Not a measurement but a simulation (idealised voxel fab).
process module | voxel air gaps
cross-section cut | 275 nm wide | cells 5 nm
A cross-section is a grid of square cells, given in bands from the top down. A band is one or more rows of cells.
Each band's line starts with the height of the band's top and of its bottom, in nm. Then come its materials from left to right, each with its width in nm. One material with "throughout" fills the band from edge to edge. "air" is empty space.
Height 0 is the level under which the wafer as received is all one material. The lowest band goes on downwards, as in "0 down".
A width such as "30 to 40" changes by the same amount from each row of cells to the next, from the band's top row to its bottom row.
"no change" after a step means that no cell of the cross-section changed.
closed voids: empty space of 8 cells or more with no open way to the top, each as width x height at its distance from the left edge, in nm
after a step's settings: what the simulator itself notes on the step
overlay nm, on a step with a mask: how far to the right of its planned place the mask lay; to the left if negative
plan
1 op RECEIVE | material Si
2 op CONFORMAL_DEP | material SiO2 | thk nm 10
3 op CONFORMAL_DEP | material SiN | thk nm 5
4 op DIRECTIONAL_DEP | material SiO2 | thk nm 35
5 op MASKED_ETCH | tone open | mask id LINES | width nm 20 | pitch nm 50 | etch materials SiO2 | depth nm 35 | overlay nm 0
6 op CONFORMAL_DEP | material TiN | thk nm 5
7 op FILL_DEP | material W | thk nm 10
8 op CMP | height nm 50
9 op EPI | material Ru | thk nm 10
10 op SELECTIVE_ETCH | etch materials SiO2 | depth nm 45
11 op CONFORMAL_DEP | material SiN | thk nm 5
first wafer, as planned
as received, after step 1
  0 down: Si throughout
  closed voids: none
after step 2
  10 to 0: SiO2 throughout
  below 0: unchanged
after step 3
  15 to 10: SiN throughout
  below 10: unchanged
after step 4
  50 to 15: SiO2 throughout
  below 15: unchanged
after step 5
  50 to 15: SiO2 50 | air 20 | SiO2 30 | air 20 | SiO2 30 | air 20 | SiO2 30 | air 20 | SiO2 55
  below 15: unchanged
after step 6
  55 to 50: TiN 55 | air 10 | TiN 40 | air 10 | TiN 40 | air 10 | TiN 40 | air 10 | TiN 60
  50 to 20: SiO2 50 | TiN 5 | air 10 | TiN 5 | SiO2 30 | TiN 5 | air 10 | TiN 5 | SiO2 30 | TiN 5 | air 10 | TiN 5 | SiO2 30 | TiN 5 | air 10 | TiN 5 | SiO2 55
  20 to 15: SiO2 50 | TiN 20 | SiO2 30 | TiN 20 | SiO2 30 | TiN 20 | SiO2 30 | TiN 20 | SiO2 55
  below 15: unchanged
after step 7
  65 to 55: W throughout
  55 to 50: TiN 55 | W 10 | TiN 40 | W 10 | TiN 40 | W 10 | TiN 40 | W 10 | TiN 60
  50 to 20: SiO2 50 | TiN 5 | W 10 | TiN 5 | SiO2 30 | TiN 5 | W 10 | TiN 5 | SiO2 30 | TiN 5 | W 10 | TiN 5 | SiO2 30 | TiN 5 | W 10 | TiN 5 | SiO2 55
  below 20: unchanged
after step 8
  50 to 20: SiO2 50 | TiN 5 | W 10 | TiN 5 | SiO2 30 | TiN 5 | W 10 | TiN 5 | SiO2 30 | TiN 5 | W 10 | TiN 5 | SiO2 30 | TiN 5 | W 10 | TiN 5 | SiO2 55
  below 20: unchanged
after step 9
  60 to 50: air 40 | Ru 40 | air 10 | Ru 40 | air 10 | Ru 40 | air 10 | Ru 40 | air 45
  below 50: unchanged
after step 10
  60 to 50: air 40 | Ru 40 | air 10 | Ru 40 | air 10 | Ru 40 | air 10 | Ru 40 | air 45
  50 to 20: air 50 | TiN 5 | W 10 | TiN 5 | air 30 | TiN 5 | W 10 | TiN 5 | air 30 | TiN 5 | W 10 | TiN 5 | air 30 | TiN 5 | W 10 | TiN 5 | air 55
  20 to 15: air 50 | TiN 20 | air 30 | TiN 20 | air 30 | TiN 20 | air 30 | TiN 20 | air 55
  below 15: unchanged
after step 11
  65 to 60: air 35 | SiN 200 | air 40
  60 to 50: air 35 | SiN 5 | Ru 40 | SiN 10 | Ru 40 | SiN 10 | Ru 40 | SiN 10 | Ru 40 | SiN 5 | air 40
  50 to 45: air 35 | SiN 15 | TiN 5 | W 10 | TiN 5 | SiN 30 | TiN 5 | W 10 | TiN 5 | SiN 30 | TiN 5 | W 10 | TiN 5 | SiN 30 | TiN 5 | W 10 | TiN 5 | SiN 15 | air 40
  45 to 20: air 45 | SiN 5 | TiN 5 | W 10 | TiN 5 | SiN 5 | air 20 | SiN 5 | TiN 5 | W 10 | TiN 5 | SiN 5 | air 20 | SiN 5 | TiN 5 | W 10 | TiN 5 | SiN 5 | air 20 | SiN 5 | TiN 5 | W 10 | TiN 5 | SiN 5 | air 50
  20 to 15: SiN 50 | TiN 20 | SiN 30 | TiN 20 | SiN 30 | TiN 20 | SiN 30 | TiN 20 | SiN 55
  below 15: unchanged
  closed voids: 20 x 25 at 75; 20 x 25 at 125; 20 x 25 at 175
second wafer: like start, like plan, one mistake. Through step 8 it matches the first wafer
when step 9 should have ended
  50 to 20: air 50 | TiN 5 | W 10 | TiN 5 | air 30 | TiN 5 | W 10 | TiN 5 | air 30 | TiN 5 | W 10 | TiN 5 | air 30 | TiN 5 | W 10 | TiN 5 | air 55
  20 to 15: air 50 | TiN 20 | air 30 | TiN 20 | air 30 | TiN 20 | air 30 | TiN 20 | air 55
  below 15: unchanged
when step 10 should have ended
  60 to 50: air 40 | Ru 40 | air 10 | Ru 40 | air 10 | Ru 40 | air 10 | Ru 40 | air 45
  50 to 20: air 40 | Ru 10 | TiN 5 | W 10 | TiN 5 | Ru 10 | air 10 | Ru 10 | TiN 5 | W 10 | TiN 5 | Ru 10 | air 10 | Ru 10 | TiN 5 | W 10 | TiN 5 | Ru 10 | air 10 | Ru 10 | TiN 5 | W 10 | TiN 5 | Ru 10 | air 45
  20 to 15: air 40 | Ru 10 | TiN 20 | Ru 10 | air 10 | Ru 10 | TiN 20 | Ru 10 | air 10 | Ru 10 | TiN 20 | Ru 10 | air 10 | Ru 10 | TiN 20 | Ru 10 | air 45
  below 15: unchanged
when step 11 should have ended
  65 to 60: air 35 | SiN 200 | air 40
  60 to 50: air 35 | SiN 5 | Ru 40 | SiN 10 | Ru 40 | SiN 10 | Ru 40 | SiN 10 | Ru 40 | SiN 5 | air 40
  50 to 20: air 35 | SiN 5 | Ru 10 | TiN 5 | W 10 | TiN 5 | Ru 10 | SiN 10 | Ru 10 | TiN 5 | W 10 | TiN 5 | Ru 10 | SiN 10 | Ru 10 | TiN 5 | W 10 | TiN 5 | Ru 10 | SiN 10 | Ru 10 | TiN 5 | W 10 | TiN 5 | Ru 10 | SiN 5 | air 40
  20 to 15: SiN 40 | Ru 10 | TiN 20 | Ru 10 | SiN 10 | Ru 10 | TiN 20 | Ru 10 | SiN 10 | Ru 10 | TiN 20 | Ru 10 | SiN 10 | Ru 10 | TiN 20 | Ru 10 | SiN 45
  below 15: unchanged
what went wrong: steps 9 and 10 were swapped
at the end the second wafer has, in cells: 112 more of Ru | 32 fewer of SiN
closed voids at the end (first wafer, second wafer): 3, 0
